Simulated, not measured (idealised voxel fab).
process module | voxel transistor to metal
cross-section cut | 175 nm wide | cells 5 nm
A cross-section is a grid of square cells, given in bands from the top down. A band is one or more rows of cells.
Each band's line starts with the height of the band's top and of its bottom, in nm. Then come its materials from left to right, each with its width in nm. One material with "throughout" fills the band from edge to edge. "air" is empty space.
Height 0 is the level under which the wafer as received is all one material. The lowest band goes on downwards, as in "0 down".
A width such as "30 to 40" changes by the same amount from each row of cells to the next, from the band's top row to its bottom row.
"no change" after a step means that no cell of the cross-section changed.
closed voids: empty space of 8 cells or more with no open way to the top, each as width x height at its distance from the left edge, in nm
after a step's settings: what the simulator itself notes on the step
overlay nm, on a step with a mask: how far to the right of its planned place the mask lay; to the left if negative
plan
1 op RECEIVE | material Si
2 op CONFORMAL_DEP | material SiO2 | thk nm 5
3 op CONFORMAL_DEP | material SiN | thk nm 15
4 op PATTERN | tone cover | mask id ACTIVE | material resist | width nm 105 | thk nm 20 | overlay nm 0
5 op DIRECTIONAL_ETCH | etch materials SiN | depth nm 15
6 op DIRECTIONAL_ETCH | etch materials SiO2 | depth nm 5
7 op DIRECTIONAL_ETCH | etch materials Si | depth nm 25
8 op STRIP | etch materials resist
9 op FILL_DEP | material SiO2 | thk nm 15
10 op CMP | height nm 20
11 op SELECTIVE_ETCH | etch materials SiO2 | depth nm 5
12 op STRIP | etch materials SiN
13 op SELECTIVE_ETCH | etch materials SiO2 | depth nm 5
14 op OXIDIZE | depth nm 5
15 op DIRECTIONAL_DEP | material polySi | thk nm 20
16 op DIRECTIONAL_DEP | material SiCN | thk nm 10
17 op DIRECTIONAL_DEP | material aC | thk nm 15
18 op PATTERN | tone cover | mask id GATE | material resist | width nm 25 | thk nm 30 | overlay nm 0
19 op DIRECTIONAL_ETCH | etch materials aC | depth nm 15
20 op STRIP | etch materials resist
21 op DIRECTIONAL_ETCH | etch materials SiCN | depth nm 20
22 op DIRECTIONAL_ETCH | etch materials polySi | depth nm 30
23 op STRIP | etch materials aC
24 op CONFORMAL_DEP | material SiN | thk nm 5
25 op DIRECTIONAL_ETCH | etch materials SiN | depth nm 5
26 op DIRECTIONAL_ETCH | etch materials SiO2 | depth nm 5
27 op EPI | material SiGe | thk nm 5
28 op FILL_DEP | material SiO2 | thk nm 5
29 op CMP | height nm 20
30 op STRIP | etch materials polySi
31 op SELECTIVE_ETCH | etch materials SiO2 | depth nm 5
32 op CONFORMAL_DEP | material HfO2 | thk nm 5
33 op CONFORMAL_DEP | material TiN | thk nm 5
34 op FILL_DEP | material W | thk nm 5
35 op CMP | height nm 15
36 op DIRECTIONAL_DEP | material SiO2 | thk nm 10
37 op DIRECTIONAL_DEP | material aC | thk nm 15
38 op PATTERN | tone open | mask id CONTACT | material resist | width nm 20 | pitch nm 75 | thk nm 30 | overlay nm 0
39 op DIRECTIONAL_ETCH | etch materials aC | depth nm 15
40 op STRIP | etch materials resist
41 op DIRECTIONAL_ETCH | etch materials SiO2 | depth nm 25
42 op STRIP | etch materials aC
43 op CONFORMAL_DEP | material TiN | thk nm 5
44 op FILL_DEP | material W | thk nm 5
45 op CMP | height nm 25
46 op CONFORMAL_DEP | material SiCN | thk nm 5
47 op DIRECTIONAL_DEP | material lowk | thk nm 15
48 op PATTERN | tone open | mask id METAL_1 | material resist | width nm 20 | pitch nm 75 | thk nm 15 | overlay nm 0
49 op DIRECTIONAL_ETCH | etch materials lowk | depth nm 15
50 op DIRECTIONAL_ETCH | etch materials SiCN | depth nm 5
51 op STRIP | etch materials resist
52 op CONFORMAL_DEP | material TiN | thk nm 5
53 op FILL_DEP | material Ru | thk nm 10
54 op CMP | height nm 45
55 op CONFORMAL_DEP | material SiCN | thk nm 5
56 op DIRECTIONAL_DEP | material lowk | thk nm 25
57 op DIRECTIONAL_DEP | material aC | thk nm 10
58 op PATTERN | tone open | mask id METAL_2 | material resist | width nm 20 | pitch nm 75 | thk nm 25 | overlay nm 0
59 op DIRECTIONAL_ETCH | etch materials aC | depth nm 10
60 op STRIP | etch materials resist
61 op DIRECTIONAL_ETCH | etch materials lowk | depth nm 15
62 op STRIP | etch materials aC
63 op PATTERN | tone open | mask id METAL_2_HOLES | material resist | width nm 15 | pitch nm 75 | thk nm 20 | overlay nm 0
64 op DIRECTIONAL_ETCH | etch materials lowk | depth nm 10
65 op DIRECTIONAL_ETCH | etch materials SiCN | depth nm 5
66 op STRIP | etch materials resist
67 op CONFORMAL_DEP | material TiN | thk nm 5
68 op FILL_DEP | material Ru | thk nm 5
69 op CMP | height nm 75
70 op CONFORMAL_DEP | material SiCN | thk nm 5
as received, after step 1
  0 down: Si throughout
  closed voids: none
first wafer at the end, as planned
  80 to 75: SiCN throughout
  75 to 65: lowk 40 | TiN 5 | Ru 10 | TiN 5 | lowk 55 | TiN 5 | Ru 10 | TiN 5 | lowk 40
  65 to 60: lowk 40 | TiN 5 | Ru 5 | TiN 10 | lowk 55 | TiN 5 | Ru 5 | TiN 10 | lowk 40
  60 to 50: lowk 40 | TiN 5 | Ru 5 | TiN 5 | lowk 60 | TiN 5 | Ru 5 | TiN 5 | lowk 45
  50 to 45: SiCN 40 | TiN 15 | SiCN 60 | TiN 15 | SiCN 45
  45 to 30: lowk 40 | TiN 5 | Ru 10 | TiN 5 | lowk 55 | TiN 5 | Ru 10 | TiN 5 | lowk 40
  30 to 25: SiCN 40 | TiN 20 | SiCN 55 | TiN 20 | SiCN 40
  25 to 15: SiO2 40 | TiN 5 | W 10 | TiN 5 | SiO2 55 | TiN 5 | W 10 | TiN 5 | SiO2 40
  15 to 10: SiO2 40 | TiN 5 | W 10 | TiN 5 | SiO2 10 | SiN 5 | HfO2 5 | TiN 5 | W 5 | TiN 5 | HfO2 5 | SiN 5 | SiO2 10 | TiN 5 | W 10 | TiN 5 | SiO2 40
  10 to 5: SiO2 30 | SiN 5 | SiO2 5 | TiN 5 | W 10 | TiN 5 | SiO2 10 | SiN 5 | HfO2 5 | TiN 5 | W 5 | TiN 5 | HfO2 5 | SiN 5 | SiO2 10 | TiN 5 | W 10 | TiN 5 | SiO2 5 | SiN 5 | SiO2 30
  5 to 0: SiO2 30 | SiN 5 | SiO2 5 | TiN 20 | SiO2 10 | SiN 5 | HfO2 5 | TiN 15 | HfO2 5 | SiN 5 | SiO2 10 | TiN 20 | SiO2 5 | SiN 5 | SiO2 30
  0 to -5: SiO2 35 | SiGe 35 | HfO2 35 | SiGe 35 | SiO2 35
  -5 to -25: SiO2 35 | Si 105 | SiO2 35
  -25 down: Si throughout
  closed voids: none
second wafer at the end: like start, like plan, one mistake
  80 to 75: SiCN throughout
  75 to 65: lowk 40 | TiN 5 | Ru 10 | TiN 5 | lowk 55 | TiN 5 | Ru 10 | TiN 5 | lowk 40
  65 to 60: lowk 40 | TiN 5 | Ru 5 | TiN 10 | lowk 55 | TiN 5 | Ru 5 | TiN 10 | lowk 40
  60 to 50: lowk 40 | TiN 5 | Ru 5 | TiN 5 | lowk 60 | TiN 5 | Ru 5 | TiN 5 | lowk 45
  50 to 45: SiCN 40 | TiN 15 | SiCN 60 | TiN 15 | SiCN 45
  45 to 30: lowk 40 | TiN 5 | Ru 10 | TiN 5 | lowk 55 | TiN 5 | Ru 10 | TiN 5 | lowk 40
  30 to 25: SiCN 40 | TiN 20 | SiCN 55 | TiN 20 | SiCN 40
  25 to 15: SiO2 40 | TiN 5 | W 10 | TiN 5 | SiO2 55 | TiN 5 | W 10 | TiN 5 | SiO2 40
  15 to 10: SiO2 40 | TiN 5 | W 10 | TiN 5 | SiO2 10 | SiN 5 | HfO2 5 | TiN 15 | HfO2 5 | SiN 5 | SiO2 10 | TiN 5 | W 10 | TiN 5 | SiO2 40
  10 to 5: SiO2 35 | SiN 5 | TiN 5 | W 10 | TiN 5 | SiO2 10 | HfO2 35 | SiO2 10 | TiN 5 | W 10 | TiN 5 | SiN 5 | SiO2 35
  5 to 0: SiO2 35 | SiN 5 | TiN 20 | SiO2 55 | TiN 20 | SiN 5 | SiO2 35
  0 to -5: SiGe 35 | SiO2 105 | SiGe 35
  -5 to -25: Si 35 | SiO2 105 | Si 35
  -25 down: Si throughout
  closed voids: none
what went wrong: step 4 ran as: op PATTERN | tone open | mask id ACTIVE | material resist | width nm 105 | thk nm 20 | overlay nm 0
at the end the second wafer has, in cells: 4 fewer of HfO2 | 28 fewer of Si | 4 fewer of SiN | 42 more of SiO2 | 4 fewer of TiN | 2 fewer of W
